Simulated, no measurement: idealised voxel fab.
You're looking at the process module voxel gate over fins.
cross-section cut | 155 nm wide | cells 5 nm
For the purposes of this document, a cross-section shall be understood as a grid of square cells, specified as bands listed in top-to-bottom order, each band consisting of one or more rows of cells.
Quick guide to a band line: top height, bottom height (nm) up front; then every material left to right with its width in nm. Only one material and it's marked "edge to edge"? Then it fills the band edge to edge. And "air" just means empty space.
We count height from 0. Below that, the starting wafer is all one material. The lowest band never ends at the bottom but goes on down; see "top 0, no bottom" for how that is written.
Per-row width for "30 to 40": begins at first number (top row of band), ends at second number (bottom row), increment between rows held constant.
"everything unchanged" -> step changed no cross-section cell.
This entry, "Sealed void inventory", enumerates those empty regions of no fewer than 8 cells that possess no open connection to the top. Each region is reported in the form width x height at distance, the distance being taken from the left edge, with all three quantities expressed in nm.
If you see something after the settings on a step's line, that's the simulator's own remark about that step.
overlay nm: step with mask; distance mask lay right of planned place; negative value = left of planned place.

-- Planned process steps
1 RECEIVE,material Si
2 CONFORMAL_DEP,material SiN,thk nm 5
3 MASKED_ETCH,tone cover,mask id FINS,width nm 15,pitch nm 50,etch materials SiN,depth nm 5,overlay nm 0
4 MASKED_ETCH,tone cover,mask id FINS,width nm 15,pitch nm 50,etch materials Si,depth nm 30,overlay nm 0
5 FILL_DEP,material SiO2,thk nm 5
6 CMP,height nm 5
7 DIRECTIONAL_DEP,material aC,thk nm 10
8 PATTERN,tone open,mask id RAIL,material resist,width nm 15,thk nm 30,overlay nm 0
9 DIRECTIONAL_ETCH,etch materials aC,depth nm 10
10 STRIP,etch materials resist
11 DIRECTIONAL_ETCH,etch materials SiO2,depth nm 30
12 STRIP,etch materials aC
13 CONFORMAL_DEP,material TiN,thk nm 5
14 FILL_DEP,material W,thk nm 10
15 CMP,height nm 5
16 SELECTIVE_ETCH,etch materials W Ru TiN,depth nm 20
17 FILL_DEP,material SiO2,thk nm 5
18 CMP,height nm 5
19 SELECTIVE_ETCH,etch materials SiO2,depth nm 15
20 STRIP,etch materials SiN
21 CONFORMAL_DEP,material HfO2,thk nm 5
22 CONFORMAL_DEP,material TiN,thk nm 5
23 FILL_DEP,material W,thk nm 10
24 CMP,height nm 15
25 CONFORMAL_DEP,material SiCN,thk nm 10

-- First wafer out of two, processed as planned

-- So this is the incoming wafer in cross-section - it's already been through step 1
- top 0, no bottom = Si edge to edge
- Sealed void inventory: none

-- Cross-section of the wafer subsequent to step 2
- top 5, bottom 0 = SiN edge to edge
- Whatever lies below 0 is exactly as it was before.

-- Cross-section of the wafer subsequent to step 3
- top 5, bottom 0 = air: 20  SiN: 15  air: 35  SiN: 15  air: 35  SiN: 15  air: 20
- Whatever lies below 0 is exactly as it was before.

-- Cross-section of the wafer subsequent to step 4
- top 5, bottom 0 = air: 20  SiN: 15  air: 35  SiN: 15  air: 35  SiN: 15  air: 20
- top 0, bottom -30 = air: 20  Si: 15  air: 35  Si: 15  air: 35  Si: 15  air: 20
- Whatever lies below -30 is exactly as it was before.

-- Cross-section of the wafer subsequent to step 5
- top 10, bottom 5 = SiO2 edge to edge
- top 5, bottom 0 = SiO2: 20  SiN: 15  SiO2: 35  SiN: 15  SiO2: 35  SiN: 15  SiO2: 20
- top 0, bottom -30 = SiO2: 20  Si: 15  SiO2: 35  Si: 15  SiO2: 35  Si: 15  SiO2: 20
- Whatever lies below -30 is exactly as it was before.

-- Cross-section of the wafer subsequent to step 6
- top 5, bottom 0 = SiO2: 20  SiN: 15  SiO2: 35  SiN: 15  SiO2: 35  SiN: 15  SiO2: 20
- Whatever lies below 0 is exactly as it was before.

-- Cross-section of the wafer subsequent to step 7
- top 15, bottom 5 = aC edge to edge
- Whatever lies below 5 is exactly as it was before.

-- Cross-section of the wafer subsequent to step 8
- top 45, bottom 15 = resist: 45  air: 15  resist: 95
- Whatever lies below 15 is exactly as it was before.

-- Cross-section of the wafer subsequent to step 9
- top 35, bottom 15 = resist: 45  air: 15  resist: 95
- top 15, bottom 5 = aC: 45  air: 15  aC: 95
- Whatever lies below 5 is exactly as it was before.

-- Cross-section of the wafer subsequent to step 10
- top 15, bottom 5 = aC: 45  air: 15  aC: 95
- Whatever lies below 5 is exactly as it was before.

-- Cross-section of the wafer subsequent to step 11
- top 15, bottom 5 = aC: 45  air: 15  aC: 95
- top 5, bottom 0 = SiO2: 20  SiN: 15  SiO2: 10  air: 15  SiO2: 10  SiN: 15  SiO2: 35  SiN: 15  SiO2: 20
- top 0, bottom -25 = SiO2: 20  Si: 15  SiO2: 10  air: 15  SiO2: 10  Si: 15  SiO2: 35  Si: 15  SiO2: 20
- Whatever lies below -25 is exactly as it was before.

-- Cross-section of the wafer subsequent to step 12
- top 5, bottom 0 = SiO2: 20  SiN: 15  SiO2: 10  air: 15  SiO2: 10  SiN: 15  SiO2: 35  SiN: 15  SiO2: 20
- Whatever lies below 0 is exactly as it was before.

-- Cross-section of the wafer subsequent to step 13
- top 10, bottom 5 = TiN: 50  air: 5  TiN: 100
- top 5, bottom 0 = SiO2: 20  SiN: 15  SiO2: 10  TiN: 5  air: 5  TiN: 5  SiO2: 10  SiN: 15  SiO2: 35  SiN: 15  SiO2: 20
- top 0, bottom -20 = SiO2: 20  Si: 15  SiO2: 10  TiN: 5  air: 5  TiN: 5  SiO2: 10  Si: 15  SiO2: 35  Si: 15  SiO2: 20
- top -20, bottom -25 = SiO2: 20  Si: 15  SiO2: 10  TiN: 15  SiO2: 10  Si: 15  SiO2: 35  Si: 15  SiO2: 20
- Whatever lies below -25 is exactly as it was before.

-- Cross-section of the wafer subsequent to step 14
- top 20, bottom 10 = W edge to edge
- top 10, bottom 5 = TiN: 50  W: 5  TiN: 100
- top 5, bottom 0 = SiO2: 20  SiN: 15  SiO2: 10  TiN: 5  W: 5  TiN: 5  SiO2: 10  SiN: 15  SiO2: 35  SiN: 15  SiO2: 20
- top 0, bottom -20 = SiO2: 20  Si: 15  SiO2: 10  TiN: 5  W: 5  TiN: 5  SiO2: 10  Si: 15  SiO2: 35  Si: 15  SiO2: 20
- Whatever lies below -20 is exactly as it was before.

-- Cross-section of the wafer subsequent to step 15
- top 5, bottom 0 = SiO2: 20  SiN: 15  SiO2: 10  TiN: 5  W: 5  TiN: 5  SiO2: 10  SiN: 15  SiO2: 35  SiN: 15  SiO2: 20
- Whatever lies below 0 is exactly as it was before.

-- Cross-section of the wafer subsequent to step 16
- top 5, bottom 0 = SiO2: 20  SiN: 15  SiO2: 10  air: 15  SiO2: 10  SiN: 15  SiO2: 35  SiN: 15  SiO2: 20
- top 0, bottom -15 = SiO2: 20  Si: 15  SiO2: 10  air: 15  SiO2: 10  Si: 15  SiO2: 35  Si: 15  SiO2: 20
- Whatever lies below -15 is exactly as it was before.

-- Cross-section of the wafer subsequent to step 17
- top 10, bottom 5 = SiO2 edge to edge
- top 5, bottom 0 = SiO2: 20  SiN: 15  SiO2: 35  SiN: 15  SiO2: 35  SiN: 15  SiO2: 20
- top 0, bottom -15 = SiO2: 20  Si: 15  SiO2: 35  Si: 15  SiO2: 35  Si: 15  SiO2: 20
- Whatever lies below -15 is exactly as it was before.

-- Cross-section of the wafer subsequent to step 18
- top 5, bottom 0 = SiO2: 20  SiN: 15  SiO2: 35  SiN: 15  SiO2: 35  SiN: 15  SiO2: 20
- Whatever lies below 0 is exactly as it was before.

-- Cross-section of the wafer subsequent to step 19
- top 5, bottom 0 = air: 20  SiN: 15  air: 35  SiN: 15  air: 35  SiN: 15  air: 20
- top 0, bottom -10 = air: 20  Si: 15  air: 35  Si: 15  air: 35  Si: 15  air: 20
- Whatever lies below -10 is exactly as it was before.

-- Cross-section of the wafer subsequent to step 20
- top 0, bottom -10 = air: 20  Si: 15  air: 35  Si: 15  air: 35  Si: 15  air: 20
- Whatever lies below -10 is exactly as it was before.

-- Cross-section of the wafer subsequent to step 21
- top 5, bottom 0 = air: 15  HfO2: 25  air: 25  HfO2: 25  air: 25  HfO2: 25  air: 15
- top 0, bottom -5 = air: 15  HfO2: 5  Si: 15  HfO2: 5  air: 25  HfO2: 5  Si: 15  HfO2: 5  air: 25  HfO2: 5  Si: 15  HfO2: 5  air: 15
- top -5, bottom -10 = HfO2: 20  Si: 15  HfO2: 35  Si: 15  HfO2: 35  Si: 15  HfO2: 20
- Whatever lies below -10 is exactly as it was before.

-- Cross-section of the wafer subsequent to step 22
- top 10, bottom 5 = air: 10  TiN: 35  air: 15  TiN: 35  air: 15  TiN: 35  air: 10
- top 5, bottom 0 = air: 10  TiN: 5  HfO2: 25  TiN: 5  air: 15  TiN: 5  HfO2: 25  TiN: 5  air: 15  TiN: 5  HfO2: 25  TiN: 5  air: 10
- top 0, bottom -5 = TiN: 15  HfO2: 5  Si: 15  HfO2: 5  TiN: 25  HfO2: 5  Si: 15  HfO2: 5  TiN: 25  HfO2: 5  Si: 15  HfO2: 5  TiN: 15
- Whatever lies below -5 is exactly as it was before.

-- Cross-section of the wafer subsequent to step 23
- top 20, bottom 10 = W edge to edge
- top 10, bottom 5 = W: 10  TiN: 35  W: 15  TiN: 35  W: 15  TiN: 35  W: 10
- top 5, bottom 0 = W: 10  TiN: 5  HfO2: 25  TiN: 5  W: 15  TiN: 5  HfO2: 25  TiN: 5  W: 15  TiN: 5  HfO2: 25  TiN: 5  W: 10
- Whatever lies below 0 is exactly as it was before.

-- Cross-section of the wafer subsequent to step 24
- top 15, bottom 10 = W edge to edge
- Whatever lies below 10 is exactly as it was before.

-- Cross-section of the wafer subsequent to step 25
- top 25, bottom 15 = SiCN edge to edge
- Whatever lies below 15 is exactly as it was before.

-- Wafer two of two - same starting point, same process plan, one mistake in execution; matches wafer one up to and including step 20

Here is the second wafer in cross-section at the point where step 21 of the plan should have been done: everything unchanged

-- Here is the second wafer in cross-section at the point where step 22 of the plan should have been done
- top 5, bottom 0 = air: 15  TiN: 25  air: 25  TiN: 25  air: 25  TiN: 25  air: 15
- top 0, bottom -5 = air: 15  TiN: 5  Si: 15  TiN: 5  air: 25  TiN: 5  Si: 15  TiN: 5  air: 25  TiN: 5  Si: 15  TiN: 5  air: 15
- top -5, bottom -10 = TiN: 20  Si: 15  TiN: 35  Si: 15  TiN: 35  Si: 15  TiN: 20
- Whatever lies below -10 is exactly as it was before.

-- Here is the second wafer in cross-section at the point where step 23 of the plan should have been done
- top 15, bottom 5 = W edge to edge
- top 5, bottom 0 = W: 15  TiN: 25  W: 25  TiN: 25  W: 25  TiN: 25  W: 15
- top 0, bottom -5 = W: 15  TiN: 5  Si: 15  TiN: 5  W: 25  TiN: 5  Si: 15  TiN: 5  W: 25  TiN: 5  Si: 15  TiN: 5  W: 15
- Whatever lies below -5 is exactly as it was before.

Here is the second wafer in cross-section at the point where step 24 of the plan should have been done: everything unchanged

-- Here is the second wafer in cross-section at the point where step 25 of the plan should have been done
- top 25, bottom 15 = SiCN edge to edge
- Whatever lies below 15 is exactly as it was before.
Deviation from plan: step 21 of the plan was jumped over and never run
FYI, end of process, the second wafer has more or fewer cells of some materials than the first: 43 fewer of HfO2 | 43 more of W
